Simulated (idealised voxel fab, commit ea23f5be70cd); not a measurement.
This is a process module. Its name is voxel gate over fins.
The cross-section shown here is cut; it is 180 nm wide and divided into square cells measuring 5 nm on a side.
Cross-sections here: square-cell grids, written as top-down lists of bands, a band being one or more rows of cells.
Heads up on the band format: heights come first, top then bottom, in nm. After that it's the materials left to right, each with its width in nm. A single material flagged "full width" fills the whole band edge to edge, and "blank" means there's empty space there.
A quick word on heights: they are counted from 0, and under that level the wafer as it came to us is one material throughout. The lowest band is different from the rest in having no bottom; it simply continues downward, written as in "0 -> down".
Graded width ("30 to 40"): value in top row of band = first number; value in bottom row = second number; row-to-row change constant.
Step marked "changes: none"? Then no cell in the cross-section changed in it.
Look at "Tabulated closed voids" for the closed voids: empty spaces with no open path to the top, sized 8 cells or up. Each is width x height at distance, distance from the left edge, all nm.
Where a step's line continues beyond its settings, the continuation is a remark by the simulator itself on that step.
overlay nm, on a step with a mask: how far to the right of its planned place the mask lay; to the left if negative
[Steps in the process plan]
1,op RECEIVE | material Si
2,op CONFORMAL_DEP | material SiN | thk nm 10
3,op DIRECTIONAL_DEP | material aC | thk nm 10
4,op PATTERN | tone cover | mask id FINS | material resist | width nm 15 | pitch nm 40 | thk nm 25 | overlay nm 0
5,op DIRECTIONAL_ETCH | etch materials aC | depth nm 10
6,op STRIP | etch materials resist
7,op DIRECTIONAL_ETCH | etch materials SiN | depth nm 10
8,op DIRECTIONAL_ETCH | etch materials Si | depth nm 30
9,op STRIP | etch materials aC
10,op OXIDIZE | depth nm 5
11,op FILL_DEP | material SiO2 | thk nm 15
12,op CMP | height nm 10
13,op SELECTIVE_ETCH | etch materials SiO2 | depth nm 25
14,op STRIP | etch materials SiN
15,op CONFORMAL_DEP | material HfO2 | thk nm 5
16,op CONFORMAL_DEP | material TiN | thk nm 5
17,op FILL_DEP | material W | thk nm 10
18,op CMP | height nm 15
19,op CONFORMAL_DEP | material SiCN | thk nm 10
[The first of two wafers, run as planned]
[Delivered wafer in cross-section: state after step 1]
	0 -> down  Si full width
	Tabulated closed voids: none
[So this is the wafer cross-section right after step 2]
	10 -> 0  SiN full width
	All layers under 0 are left as they were.
[So this is the wafer cross-section right after step 3]
	20 -> 10  aC full width
	All layers under 10 are left as they were.
[So this is the wafer cross-section right after step 4]
	45 -> 20  20 of blank, then 15 of resist, then 25 of blank, then 15 of resist, then 25 of blank, then 15 of resist, then 25 of blank, then 15 of resist, then 25 of blank
	All layers under 20 are left as they were.
[So this is the wafer cross-section right after step 5]
	35 -> 20  20 of blank, then 15 of resist, then 25 of blank, then 15 of resist, then 25 of blank, then 15 of resist, then 25 of blank, then 15 of resist, then 25 of blank
	20 -> 10  20 of blank, then 15 of aC, then 25 of blank, then 15 of aC, then 25 of blank, then 15 of aC, then 25 of blank, then 15 of aC, then 25 of blank
	All layers under 10 are left as they were.
[So this is the wafer cross-section right after step 6]
	20 -> 10  20 of blank, then 15 of aC, then 25 of blank, then 15 of aC, then 25 of blank, then 15 of aC, then 25 of blank, then 15 of aC, then 25 of blank
	All layers under 10 are left as they were.
[So this is the wafer cross-section right after step 7]
	20 -> 10  20 of blank, then 15 of aC, then 25 of blank, then 15 of aC, then 25 of blank, then 15 of aC, then 25 of blank, then 15 of aC, then 25 of blank
	10 -> 0  20 of blank, then 15 of SiN, then 25 of blank, then 15 of SiN, then 25 of blank, then 15 of SiN, then 25 of blank, then 15 of SiN, then 25 of blank
	All layers under 0 are left as they were.
[So this is the wafer cross-section right after step 8]
	20 -> 10  20 of blank, then 15 of aC, then 25 of blank, then 15 of aC, then 25 of blank, then 15 of aC, then 25 of blank, then 15 of aC, then 25 of blank
	10 -> 0  20 of blank, then 15 of SiN, then 25 of blank, then 15 of SiN, then 25 of blank, then 15 of SiN, then 25 of blank, then 15 of SiN, then 25 of blank
	0 -> -30  20 of blank, then 15 of Si, then 25 of blank, then 15 of Si, then 25 of blank, then 15 of Si, then 25 of blank, then 15 of Si, then 25 of blank
	All layers under -30 are left as they were.
[So this is the wafer cross-section right after step 9]
	10 -> 0  20 of blank, then 15 of SiN, then 25 of blank, then 15 of SiN, then 25 of blank, then 15 of SiN, then 25 of blank, then 15 of SiN, then 25 of blank
	All layers under 0 are left as they were.
[So this is the wafer cross-section right after step 10]
	10 -> 0  20 of blank, then 15 of SiN, then 25 of blank, then 15 of SiN, then 25 of blank, then 15 of SiN, then 25 of blank, then 15 of SiN, then 25 of blank
	0 -> -30  20 of blank, then 5 of SiO2, then 5 of Si, then 5 of SiO2, then 25 of blank, then 5 of SiO2, then 5 of Si, then 5 of SiO2, then 25 of blank, then 5 of SiO2, then 5 of Si, then 5 of SiO2, then 25 of blank, then 5 of SiO2, then 5 of Si, then 5 of SiO2, then 25 of blank
	-30 -> -35  25 of SiO2, then 5 of Si, then 35 of SiO2, then 5 of Si, then 35 of SiO2, then 5 of Si, then 35 of SiO2, then 5 of Si, then 30 of SiO2
	All layers under -35 are left as they were.
[So this is the wafer cross-section right after step 11]
	25 -> 10  SiO2 full width
	10 -> 0  20 of SiO2, then 15 of SiN, then 25 of SiO2, then 15 of SiN, then 25 of SiO2, then 15 of SiN, then 25 of SiO2, then 15 of SiN, then 25 of SiO2
	0 -> -35  25 of SiO2, then 5 of Si, then 35 of SiO2, then 5 of Si, then 35 of SiO2, then 5 of Si, then 35 of SiO2, then 5 of Si, then 30 of SiO2
	All layers under -35 are left as they were.
[So this is the wafer cross-section right after step 12]
	10 -> 0  20 of SiO2, then 15 of SiN, then 25 of SiO2, then 15 of SiN, then 25 of SiO2, then 15 of SiN, then 25 of SiO2, then 15 of SiN, then 25 of SiO2
	All layers under 0 are left as they were.
[So this is the wafer cross-section right after step 13]
	10 -> 0  20 of blank, then 15 of SiN, then 25 of blank, then 15 of SiN, then 25 of blank, then 15 of SiN, then 25 of blank, then 15 of SiN, then 25 of blank
	0 -> -15  25 of blank, then 5 of Si, then 35 of blank, then 5 of Si, then 35 of blank, then 5 of Si, then 35 of blank, then 5 of Si, then 30 of blank
	All layers under -15 are left as they were.
[So this is the wafer cross-section right after step 14]
	0 -> -15  25 of blank, then 5 of Si, then 35 of blank, then 5 of Si, then 35 of blank, then 5 of Si, then 35 of blank, then 5 of Si, then 30 of blank
	All layers under -15 are left as they were.
[So this is the wafer cross-section right after step 15]
	5 -> 0  20 of blank, then 15 of HfO2, then 25 of blank, then 15 of HfO2, then 25 of blank, then 15 of HfO2, then 25 of blank, then 15 of HfO2, then 25 of blank
	0 -> -10  20 of blank, then 5 of HfO2, then 5 of Si, then 5 of HfO2, then 25 of blank, then 5 of HfO2, then 5 of Si, then 5 of HfO2, then 25 of blank, then 5 of HfO2, then 5 of Si, then 5 of HfO2, then 25 of blank, then 5 of HfO2, then 5 of Si, then 5 of HfO2, then 25 of blank
	-10 -> -15  25 of HfO2, then 5 of Si, then 35 of HfO2, then 5 of Si, then 35 of HfO2, then 5 of Si, then 35 of HfO2, then 5 of Si, then 30 of HfO2
	All layers under -15 are left as they were.
[So this is the wafer cross-section right after step 16]
	10 -> 5  15 of blank, then 25 of TiN, then 15 of blank, then 25 of TiN, then 15 of blank, then 25 of TiN, then 15 of blank, then 25 of TiN, then 20 of blank
	5 -> 0  15 of blank, then 5 of TiN, then 15 of HfO2, then 5 of TiN, then 15 of blank, then 5 of TiN, then 15 of HfO2, then 5 of TiN, then 15 of blank, then 5 of TiN, then 15 of HfO2, then 5 of TiN, then 15 of blank, then 5 of TiN, then 15 of HfO2, then 5 of TiN, then 20 of blank
	0 -> -5  15 of blank, then 5 of TiN, then 5 of HfO2, then 5 of Si, then 5 of HfO2, then 5 of TiN, then 15 of blank, then 5 of TiN, then 5 of HfO2, then 5 of Si, then 5 of HfO2, then 5 of TiN, then 15 of blank, then 5 of TiN, then 5 of HfO2, then 5 of Si, then 5 of HfO2, then 5 of TiN, then 15 of blank, then 5 of TiN, then 5 of HfO2, then 5 of Si, then 5 of HfO2, then 5 of TiN, then 20 of blank
	-5 -> -10  20 of TiN, then 5 of HfO2, then 5 of Si, then 5 of HfO2, then 25 of TiN, then 5 of HfO2, then 5 of Si, then 5 of HfO2, then 25 of TiN, then 5 of HfO2, then 5 of Si, then 5 of HfO2, then 25 of TiN, then 5 of HfO2, then 5 of Si, then 5 of HfO2, then 25 of TiN
	All layers under -10 are left as they were.
[So this is the wafer cross-section right after step 17]
	20 -> 10  W full width
	10 -> 5  15 of W, then 25 of TiN, then 15 of W, then 25 of TiN, then 15 of W, then 25 of TiN, then 15 of W, then 25 of TiN, then 20 of W
	5 -> 0  15 of W, then 5 of TiN, then 15 of HfO2, then 5 of TiN, then 15 of W, then 5 of TiN, then 15 of HfO2, then 5 of TiN, then 15 of W, then 5 of TiN, then 15 of HfO2, then 5 of TiN, then 15 of W, then 5 of TiN, then 15 of HfO2, then 5 of TiN, then 20 of W
	0 -> -5  15 of W, then 5 of TiN, then 5 of HfO2, then 5 of Si, then 5 of HfO2, then 5 of TiN, then 15 of W, then 5 of TiN, then 5 of HfO2, then 5 of Si, then 5 of HfO2, then 5 of TiN, then 15 of W, then 5 of TiN, then 5 of HfO2, then 5 of Si, then 5 of HfO2, then 5 of TiN, then 15 of W, then 5 of TiN, then 5 of HfO2, then 5 of Si, then 5 of HfO2, then 5 of TiN, then 20 of W
	All layers under -5 are left as they were.
[So this is the wafer cross-section right after step 18]
	15 -> 10  W full width
	All layers under 10 are left as they were.
[So this is the wafer cross-section right after step 19]
	25 -> 15  SiCN full width
	All layers under 15 are left as they were.
[Second wafer. Start and plan as for the first. One mistake made in running. Agrees with the first up to and including step 10]
[Cross-sectional representation of the second wafer at the time designated in the plan for the completion of step 11]
	25 -> 10  HfO2 full width
	10 -> 0  20 of HfO2, then 15 of SiN, then 25 of HfO2, then 15 of SiN, then 25 of HfO2, then 15 of SiN, then 25 of HfO2, then 15 of SiN, then 25 of HfO2
	0 -> -30  20 of HfO2, then 5 of SiO2, then 5 of Si, then 5 of SiO2, then 25 of HfO2, then 5 of SiO2, then 5 of Si, then 5 of SiO2, then 25 of HfO2, then 5 of SiO2, then 5 of Si, then 5 of SiO2, then 25 of HfO2, then 5 of SiO2, then 5 of Si, then 5 of SiO2, then 25 of HfO2
	All layers under -30 are left as they were.
[Cross-sectional representation of the second wafer at the time designated in the plan for the completion of step 12]
	10 -> 0  20 of HfO2, then 15 of SiN, then 25 of HfO2, then 15 of SiN, then 25 of HfO2, then 15 of SiN, then 25 of HfO2, then 15 of SiN, then 25 of HfO2
	All layers under 0 are left as they were.
Cross-sectional representation of the second wafer at the time designated in the plan for the completion of step 13: changes: none
[Cross-sectional representation of the second wafer at the time designated in the plan for the completion of step 14]
	10 -> 0  20 of HfO2, then 15 of blank, then 25 of HfO2, then 15 of blank, then 25 of HfO2, then 15 of blank, then 25 of HfO2, then 15 of blank, then 25 of HfO2
	All layers under 0 are left as they were.
[Cross-sectional representation of the second wafer at the time designated in the plan for the completion of step 15]
	15 -> 5  25 of HfO2, then 5 of blank, then 35 of HfO2, then 5 of blank, then 35 of HfO2, then 5 of blank, then 35 of HfO2, then 5 of blank, then 30 of HfO2
	5 -> 0  HfO2 full width
	All layers under 0 are left as they were.
[Cross-sectional representation of the second wafer at the time designated in the plan for the completion of step 16]
	20 -> 15  TiN full width
	15 -> 5  25 of HfO2, then 5 of TiN, then 35 of HfO2, then 5 of TiN, then 35 of HfO2, then 5 of TiN, then 35 of HfO2, then 5 of TiN, then 30 of HfO2
	All layers under 5 are left as they were.
[Cross-sectional representation of the second wafer at the time designated in the plan for the completion of step 17]
	30 -> 20  W full width
	All layers under 20 are left as they were.
[Cross-sectional representation of the second wafer at the time designated in the plan for the completion of step 18]
	15 -> 5  25 of HfO2, then 5 of TiN, then 35 of HfO2, then 5 of TiN, then 35 of HfO2, then 5 of TiN, then 35 of HfO2, then 5 of TiN, then 30 of HfO2
	All layers under 5 are left as they were.
[Cross-sectional representation of the second wafer at the time designated in the plan for the completion of step 19]
	25 -> 15  SiCN full width
	All layers under 15 are left as they were.
The mistake made against the process plan was this: step 11 ran differently from the plan; actual operation with settings: op FILL_DEP | material HfO2 | thk nm 15
Final difference in cells, second wafer against first, listed per material as more or fewer: HfO2: 184 more, SiO2: 48 fewer, TiN: 52 fewer, W: 84 fewer
